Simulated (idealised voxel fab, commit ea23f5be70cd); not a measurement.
Herein follows the process module entitled voxel spacer lines.
Cross-sectional view cut (width: 295 nm; square cell size: 5 nm).
Cross-section spec: square-cell grid; bands listed top down; each band is one or more rows. Look at the band entry: it leads with the top's height and the bottom's height in nm. Then it lists the materials left to right, with a width in nm for each. The word "full width" on a single material says that material fills the band edge to edge. The word "blank" is empty space. Note: height 0 marks the level under which the wafer is uniformly one material as received. Lowest band unbounded below, written "0 nm and below". The expression "30..40" gives the width at the extremes of the band, the first number at its top row of cells and the second at its bottom row, with the width changing by equal amounts from each row to the next in between. The cross-section has no changed cell in any step marked "nothing got changed". The label "Unvented internal voids" introduces a list of the empty spaces, 8 cells or larger, that have no open way up to the top; each entry in it reads width x height at distance, where the distance is taken from the left edge and all three are stated in nm. Where a step's line continues beyond its settings, the continuation is a remark by the simulator itself on that step. overlay nm: how far to the right of its planned place the mask lay on this masked step (negative: to the left).
So here's the lineup of process steps we planned
1,RECEIVE [material Si]
2,CONFORMAL_DEP [material SiO2] [thk nm 5]
3,DIRECTIONAL_DEP [material W] [thk nm 15]
4,DIRECTIONAL_DEP [material polySi] [thk nm 20]
5,PATTERN [tone cover] [mask id MANDREL] [material resist] [width nm 15] [pitch nm 60] [thk nm 25] [overlay nm 0]
6,DIRECTIONAL_ETCH [etch materials polySi] [depth nm 20]
7,STRIP [etch materials resist]
8,CONFORMAL_DEP [material SiN] [thk nm 15]
9,DIRECTIONAL_ETCH [etch materials SiN] [depth nm 15]
10,STRIP [etch materials polySi]
11,DIRECTIONAL_ETCH [etch materials W] [depth nm 15]
12,STRIP [etch materials SiN]
Cross-section of the incoming wafer, state after step 1
> 0 nm and below  Si full width
> Unvented internal voids: none
Final wafer profile in cross-section after the module, from the same start and plan as above, with one mistake made during processing
> 20 nm to 15 nm  SiO2 full width
> 15 nm to 0 nm  W full width
> 0 nm and below  Si full width
> Unvented internal voids: none
Finding, execution versus plan: steps 2 and 3 of the plan were each performed in the slot designated for the other
